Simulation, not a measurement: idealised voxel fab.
process module | voxel ribs on slabs
Xsec cut, 260 nm wide, square cell size 5 nm.
The cross-sections in this document take the form of a grid made of square cells. They are written out as bands, in order from top to bottom. Each band consists of one or more rows of cells.
Each band's line starts with the height of the band's top and of its bottom, in nm. Then come its materials from left to right, each with its width in nm. One material with "full width" fills the band from edge to edge. "air" is empty space.
Height reference: 0 = level under which incoming wafer is all one material. Lowest band: no bottom, runs on downward, e.g. "top 0, no bottom".
Read "30 to 40" as a graded width: first number on top, second number at the bottom, same change between each pair of neighbouring rows.
Step marked "remained unchanged"? Then no cell in the cross-section changed in it.
If an empty space has no open way to the top and is at least 8 cells in size, "Listed closed voids" lists it, written width x height at distance, where distance is measured from the left edge and every value is in nm.
On a step's line, text after the settings is the simulator commenting on that step.
The optional step-line setting "overlay nm" applies to steps with a mask and quantifies how far to the right of its planned location the mask lay, a negative value indicating leftward placement.

Steps planned for the process:
1) RECEIVE | material Si
2) DIRECTIONAL_DEP | material SiO2 | thk nm 20
3) DIRECTIONAL_DEP | material SiN | thk nm 25
4) DIRECTIONAL_DEP | material aC | thk nm 10
5) PATTERN | tone cover | mask id RIB | material resist | width nm 20 | thk nm 25 | overlay nm 0
6) DIRECTIONAL_ETCH | etch materials aC | depth nm 10
7) STRIP | etch materials resist
8) DIRECTIONAL_ETCH | etch materials SiN | depth nm 5
9) STRIP | etch materials aC
10) MASKED_ETCH | tone cover | mask id SLAB | width nm 60 | etch materials SiN | depth nm 20 | overlay nm 0
11) FILL_DEP | material SiO2 | thk nm 15
12) CMP | height nm 55
13) DIRECTIONAL_DEP | material W | thk nm 5
14) PATTERN | tone cover | mask id HEATER | material resist | width nm 30 | thk nm 15 | overlay nm 0
15) DIRECTIONAL_ETCH | etch materials W | depth nm 5
16) STRIP | etch materials resist
17) CONFORMAL_DEP | material SiO2 | thk nm 10

Concerning the first of two wafers, which was run in accordance with the plan:

Incoming wafer, cross-sectional view, post step 1:
* top 0, no bottom = Si full width
* Listed closed voids: none

Wafer xsec, post step 2:
* top 20, bottom 0 = SiO2 full width
* Lower than 0, everything is as it was.

Wafer xsec, post step 3:
* top 45, bottom 20 = SiN full width
* Lower than 20, everything is as it was.

Wafer xsec, post step 4:
* top 55, bottom 45 = aC full width
* Lower than 45, everything is as it was.

Wafer xsec, post step 5:
* top 80, bottom 55 = 120 air  20 resist  120 air
* Lower than 55, everything is as it was.

Wafer xsec, post step 6:
* top 70, bottom 55 = 120 air  20 resist  120 air
* top 55, bottom 45 = 120 air  20 aC  120 air
* Lower than 45, everything is as it was.

Wafer xsec, post step 7:
* top 55, bottom 45 = 120 air  20 aC  120 air
* Lower than 45, everything is as it was.

Wafer xsec, post step 8:
* top 55, bottom 45 = 120 air  20 aC  120 air
* top 45, bottom 40 = 120 air  20 SiN  120 air
* Lower than 40, everything is as it was.

Wafer xsec, post step 9:
* top 45, bottom 40 = 120 air  20 SiN  120 air
* Lower than 40, everything is as it was.

Wafer xsec, post step 10:
* top 45, bottom 40 = 120 air  20 SiN  120 air
* top 40, bottom 20 = 100 air  60 SiN  100 air
* Lower than 20, everything is as it was.

Wafer xsec, post step 11:
* top 60, bottom 45 = SiO2 full width
* top 45, bottom 40 = 120 SiO2  20 SiN  120 SiO2
* top 40, bottom 20 = 100 SiO2  60 SiN  100 SiO2
* Lower than 20, everything is as it was.

Wafer xsec, post step 12:
* top 55, bottom 45 = SiO2 full width
* Lower than 45, everything is as it was.

Wafer xsec, post step 13:
* top 60, bottom 55 = W full width
* Lower than 55, everything is as it was.

Wafer xsec, post step 14:
* top 75, bottom 60 = 115 air  30 resist  115 air
* Lower than 60, everything is as it was.

Wafer xsec, post step 15:
* top 75, bottom 60 = 115 air  30 resist  115 air
* top 60, bottom 55 = 115 air  30 W  115 air
* Lower than 55, everything is as it was.

Wafer xsec, post step 16:
* top 60, bottom 55 = 115 air  30 W  115 air
* Lower than 55, everything is as it was.

Wafer xsec, post step 17:
* top 70, bottom 65 = 105 air  50 SiO2  105 air
* top 65, bottom 60 = SiO2 full width
* top 60, bottom 55 = 115 SiO2  30 W  115 SiO2
* Lower than 55, everything is as it was.

The second wafer began exactly as the first did and followed the same plan, but one mistake was made while running it; through step 2 inclusive, the two wafers are identical:

when step 3 should have ended:
* top 70, bottom 20 = SiN full width
* Lower than 20, everything is as it was.

when step 4 should have ended:
* top 80, bottom 70 = aC full width
* Lower than 70, everything is as it was.

when step 5 should have ended:
* top 105, bottom 80 = 120 air  20 resist  120 air
* Lower than 80, everything is as it was.

when step 6 should have ended:
* top 95, bottom 80 = 120 air  20 resist  120 air
* top 80, bottom 70 = 120 air  20 aC  120 air
* Lower than 70, everything is as it was.

when step 7 should have ended:
* top 80, bottom 70 = 120 air  20 aC  120 air
* Lower than 70, everything is as it was.

when step 8 should have ended:
* top 80, bottom 70 = 120 air  20 aC  120 air
* top 70, bottom 65 = 120 air  20 SiN  120 air
* Lower than 65, everything is as it was.

when step 9 should have ended:
* top 70, bottom 65 = 120 air  20 SiN  120 air
* Lower than 65, everything is as it was.

when step 10 should have ended:
* top 70, bottom 65 = 120 air  20 SiN  120 air
* top 65, bottom 45 = 100 air  60 SiN  100 air
* Lower than 45, everything is as it was.

when step 11 should have ended:
* top 85, bottom 70 = SiO2 full width
* top 70, bottom 65 = 120 SiO2  20 SiN  120 SiO2
* top 65, bottom 45 = 100 SiO2  60 SiN  100 SiO2
* Lower than 45, everything is as it was.

when step 12 should have ended:
* top 55, bottom 45 = 100 SiO2  60 SiN  100 SiO2
* Lower than 45, everything is as it was.

when step 13 should have ended:
* top 60, bottom 55 = W full width
* Lower than 55, everything is as it was.

when step 14 should have ended:
* top 75, bottom 60 = 115 air  30 resist  115 air
* Lower than 60, everything is as it was.

when step 15 should have ended:
* top 75, bottom 60 = 115 air  30 resist  115 air
* top 60, bottom 55 = 115 air  30 W  115 air
* Lower than 55, everything is as it was.

when step 16 should have ended:
* top 60, bottom 55 = 115 air  30 W  115 air
* Lower than 55, everything is as it was.

when step 17 should have ended:
* top 70, bottom 65 = 105 air  50 SiO2  105 air
* top 65, bottom 60 = SiO2 full width
* top 60, bottom 55 = 115 SiO2  30 W  115 SiO2
* Lower than 55, everything is as it was.
Misprocessing identified: twice over, step 3 of the plan was run
End of process, cell counts, second wafer against first, materials with more or fewer: SiN: 232 more; SiO2: 232 fewer
